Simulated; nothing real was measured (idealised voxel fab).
process module | voxel released beams
It is cross-section cut that appears here, measuring 260 nm in width, its square cells being 5 nm in size.
Think of the cross-section as a grid of square cells. We describe it in bands, top to bottom, and each band covers one or more rows of those cells.
This entry defines a band. It first specifies the height of the band's top and the height of its bottom in nm, and then specifies the band's materials from left to right, stating each material with its width in nm. The word "throughout" identifies a single material that fills the band from edge to edge, while the word "blank" identifies empty space.
Height datum 0, below which the as-received substrate wafer is one material. Lowest band open at the bottom, running downward: "0..down".
With a width like "30->40", each row of cells in the band differs from the next by the same amount, the top row carrying the first number and the bottom row the second.
Basically "stayed the same" means that step didn't change any cell in the cross-section.
For the entry "Completely enclosed voids", the listed items are empty spaces with no open way to the top whose size is 8 cells or more; each item follows the pattern width x height at distance, where distance is from the left edge and all three are in nm.
It should be noted that, on the line of a given step, the content following the step's settings is a remark produced by the simulator itself with respect to that step.
overlay nm: mask offset rightward from planned place, masked step; negative means leftward offset.
Planned process steps:
| 1 | RECEIVE (material Si) |
| 2 | CONFORMAL_DEP (material SiN; thk nm 10) |
| 3 | DIRECTIONAL_DEP (material SiO2; thk nm 10) |
| 4 | MASKED_ETCH (tone open; mask id ANCHOR; width nm 40; etch materials SiO2; depth nm 10; overlay nm 0) |
| 5 | CONFORMAL_DEP (material TiN; thk nm 15) |
| 6 | DIRECTIONAL_DEP (material aC; thk nm 15) |
| 7 | PATTERN (tone cover; mask id BEAM; material resist; width nm 110; thk nm 30; overlay nm 0) |
| 8 | DIRECTIONAL_ETCH (etch materials aC; depth nm 15) |
| 9 | STRIP (etch materials resist) |
| 10 | DIRECTIONAL_ETCH (etch materials TiN; depth nm 15) |
| 11 | STRIP (etch materials aC) |
| 12 | STRIP (etch materials SiO2) |
Incoming wafer in cross-section (state: after step 1):
  0..down  Si throughout
  Completely enclosed voids: none
One mistake in running the module, otherwise start and plan as above: cross-section at the end:
  35..20  blank (70), then TiN (110), then blank (80)
  20..10  SiN throughout
  10..0  SiO2 throughout
  0..down  Si throughout
  Completely enclosed voids: none
Processing error: steps 2 and 3 run out of order (swapped)
